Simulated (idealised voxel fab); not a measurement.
Proc. module: voxel spacer lines
Cross-sectional view cut (width: 295 nm; square cell size: 5 nm).
Just so we're on the same page, the cross-sections are grids of square cells, and they're listed out in bands top to bottom, each band one or more rows deep. Band: top and bottom heights (nm) first, top before bottom; then materials from left to right, widths in nm. "throughout" marks a sole material filling the band edge to edge. "empty" denotes empty space. Heights are measured from 0, the level below which the as-received wafer is all one material; the lowest band has no bottom and continues downward, written as in "0 nm and below". Width spec "30 to 40" -> top row of cells at first value, bottom row at second value, equal per-row change in between. When a step is marked "all unchanged", none of the cells in the cross-section changed during that step. Reported under the label "Cavities, closed" are the empty spaces having no open way to the top and comprising 8 cells or more; the notation for each is width x height at distance, in which the distance is measured from the left edge and all three values are in nm. Step line, after settings: the simulator's comment on this step. The optional step-line setting "overlay nm" applies to steps with a mask and quantifies how far to the right of its planned location the mask lay, a negative value indicating leftward placement.

**So here's the lineup of process steps we planned**
1) RECEIVE with material Si
2) CONFORMAL_DEP with material Al2O3, thk nm 10
3) DIRECTIONAL_DEP with material SiN, thk nm 20
4) DIRECTIONAL_DEP with material aC, thk nm 30
5) PATTERN with tone cover, mask id MANDREL, material resist, width nm 15, pitch nm 60, thk nm 40, overlay nm -15
6) DIRECTIONAL_ETCH with etch materials aC, depth nm 30
7) STRIP with etch materials resist
8) CONFORMAL_DEP with material SiO2, thk nm 15
9) DIRECTIONAL_ETCH with etch materials SiO2, depth nm 15
10) STRIP with etch materials aC
11) DIRECTIONAL_ETCH with etch materials SiN, depth nm 20
12) STRIP with etch materials SiO2
13) FILL_DEP with material SiO2, thk nm 10
14) CMP with height nm 30
Wafer-to-wafer difference: overlay nm, step 5. Common start. Plan = first wafer's value.

**First of several wafers, received after step 1, in cross-section**
- 0 nm and below  Si throughout
- Cavities, closed: none

**Here's the first of several wafers in cross-section, end of the module, after the last step, step 14**
- 30 nm to 10 nm  50 SiO2; 15 SiN; 15 SiO2; 15 SiN; 15 SiO2; 15 SiN; 15 SiO2; 15 SiN; 15 SiO2; 15 SiN; 15 SiO2; 15 SiN; 80 SiO2
- 10 nm to 0 nm  Al2O3 throughout
- 0 nm and below  Si throughout
- Cavities, closed: none

**So this is the cross-section on the last wafer at the end of the module**
- 30 nm to 10 nm  80 SiO2; 15 SiN; 15 SiO2; 15 SiN; 15 SiO2; 15 SiN; 15 SiO2; 15 SiN; 15 SiO2; 15 SiN; 15 SiO2; 15 SiN; 50 SiO2
- 10 nm to 0 nm  Al2O3 throughout
- 0 nm and below  Si throughout
- Cavities, closed: none

**Heads up, this table goes wafer by wafer. A row tells you, at the end of the module, how many cells of each material that wafer has put on (+) or dropped (-) since it was received, and then its closed voids**
overlay nm -15 | +118 Al2O3 | +72 SiN | +164 SiO2 | Cavities, closed: none
overlay nm -10 | +118 Al2O3 | +72 SiN | +164 SiO2 | Cavities, closed: none
overlay nm -5 | +118 Al2O3 | +72 SiN | +164 SiO2 | Cavities, closed: none
overlay nm 0 | +118 Al2O3 | +72 SiN | +164 SiO2 | Cavities, closed: none
overlay nm 5 | +118 Al2O3 | +72 SiN | +164 SiO2 | Cavities, closed: none
overlay nm 10 | +118 Al2O3 | +72 SiN | +164 SiO2 | Cavities, closed: none
overlay nm 15 | +118 Al2O3 | +72 SiN | +164 SiO2 | Cavities, closed: none
